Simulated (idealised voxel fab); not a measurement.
process module | voxel double patterning
cross-section cut | 155 nm wide | cells 5 nm
A cross-section is a grid of square cells, given in bands from the top down. A band is one or more rows of cells.
Each band's line starts with the height of the band's top and of its bottom, in nm. Then come its materials from left to right, each with its width in nm. One material with "throughout" fills the band from edge to edge. "air" is empty space.
Height 0 is the level under which the wafer as received is all one material. The lowest band goes on downwards, as in "0 down".
A width such as "30 to 40" changes by the same amount from each row of cells to the next, from the band's top row to its bottom row.
"no change" after a step means that no cell of the cross-section changed.
closed voids: empty space of 8 cells or more with no open way to the top, each as width x height at its distance from the left edge, in nm
after a step's settings: what the simulator itself notes on the step
overlay nm, on a step with a mask: how far to the right of its planned place the mask lay; to the left if negative
plan
1 op RECEIVE | material Si
2 op CONFORMAL_DEP | material SiO2 | thk nm 10
3 op DIRECTIONAL_DEP | material TiN | thk nm 15
4 op DIRECTIONAL_DEP | material SiCN | thk nm 10
5 op DIRECTIONAL_DEP | material aC | thk nm 15
6 op PATTERN | tone open | mask id FIRST | material resist | width nm 15 | pitch nm 50 | thk nm 35 | overlay nm 0
7 op DIRECTIONAL_ETCH | etch materials aC | depth nm 15
8 op STRIP | etch materials resist
9 op DIRECTIONAL_ETCH | etch materials SiCN | depth nm 10
10 op STRIP | etch materials aC
11 op MASKED_ETCH | tone open | mask id SECOND | width nm 15 | pitch nm 50 | etch materials SiCN | depth nm 10 | overlay nm 0
12 op DIRECTIONAL_ETCH | etch materials TiN | depth nm 15
13 op STRIP | etch materials SiCN
first wafer, as planned
as received, after step 1
  0 down: Si throughout
  closed voids: none
after step 2
  10 to 0: SiO2 throughout
  below 0: unchanged
after step 3
  25 to 10: TiN throughout
  below 10: unchanged
after step 4
  35 to 25: SiCN throughout
  below 25: unchanged
after step 5
  50 to 35: aC throughout
  below 35: unchanged
after step 6
  85 to 50: resist 20 | air 15 | resist 35 | air 15 | resist 35 | air 15 | resist 20
  below 50: unchanged
after step 7
  70 to 50: resist 20 | air 15 | resist 35 | air 15 | resist 35 | air 15 | resist 20
  50 to 35: aC 20 | air 15 | aC 35 | air 15 | aC 35 | air 15 | aC 20
  below 35: unchanged
after step 8
  50 to 35: aC 20 | air 15 | aC 35 | air 15 | aC 35 | air 15 | aC 20
  below 35: unchanged
after step 9
  50 to 35: aC 20 | air 15 | aC 35 | air 15 | aC 35 | air 15 | aC 20
  35 to 25: SiCN 20 | air 15 | SiCN 35 | air 15 | SiCN 35 | air 15 | SiCN 20
  below 25: unchanged
after step 10
  35 to 25: SiCN 20 | air 15 | SiCN 35 | air 15 | SiCN 35 | air 15 | SiCN 20
  below 25: unchanged
after step 11
  35 to 25: SiCN 20 | air 15 | SiCN 10 | air 15 | SiCN 10 | air 15 | SiCN 10 | air 15 | SiCN 10 | air 15 | SiCN 20
  below 25: unchanged
after step 12
  35 to 25: SiCN 20 | air 15 | SiCN 10 | air 15 | SiCN 10 | air 15 | SiCN 10 | air 15 | SiCN 10 | air 15 | SiCN 20
  25 to 10: TiN 20 | air 15 | TiN 10 | air 15 | TiN 10 | air 15 | TiN 10 | air 15 | TiN 10 | air 15 | TiN 20
  below 10: unchanged
after step 13
  25 to 10: TiN 20 | air 15 | TiN 10 | air 15 | TiN 10 | air 15 | TiN 10 | air 15 | TiN 10 | air 15 | TiN 20
  below 10: unchanged
second wafer: like start, like plan, one mistake. Through step 10 it matches the first wafer
when step 11 should have ended
  35 to 25: SiCN 20 | air 15 | SiCN 10 | air 20 | SiCN 5 | air 15 | SiCN 10 | air 20 | SiCN 5 | air 15 | SiCN 20
  below 25: unchanged
when step 12 should have ended
  35 to 25: SiCN 20 | air 15 | SiCN 10 | air 20 | SiCN 5 | air 15 | SiCN 10 | air 20 | SiCN 5 | air 15 | SiCN 20
  25 to 10: TiN 20 | air 15 | TiN 10 | air 20 | TiN 5 | air 15 | TiN 10 | air 20 | TiN 5 | air 15 | TiN 20
  below 10: unchanged
when step 13 should have ended
  25 to 10: TiN 20 | air 15 | TiN 10 | air 20 | TiN 5 | air 15 | TiN 10 | air 20 | TiN 5 | air 15 | TiN 20
  below 10: unchanged
what went wrong: step 11 ran as: op MASKED_ETCH | tone open | mask id SECOND | width nm 20 | pitch nm 50 | etch materials SiCN | depth nm 10 | overlay nm 0
at the end the second wafer has, in cells: 6 fewer of TiN
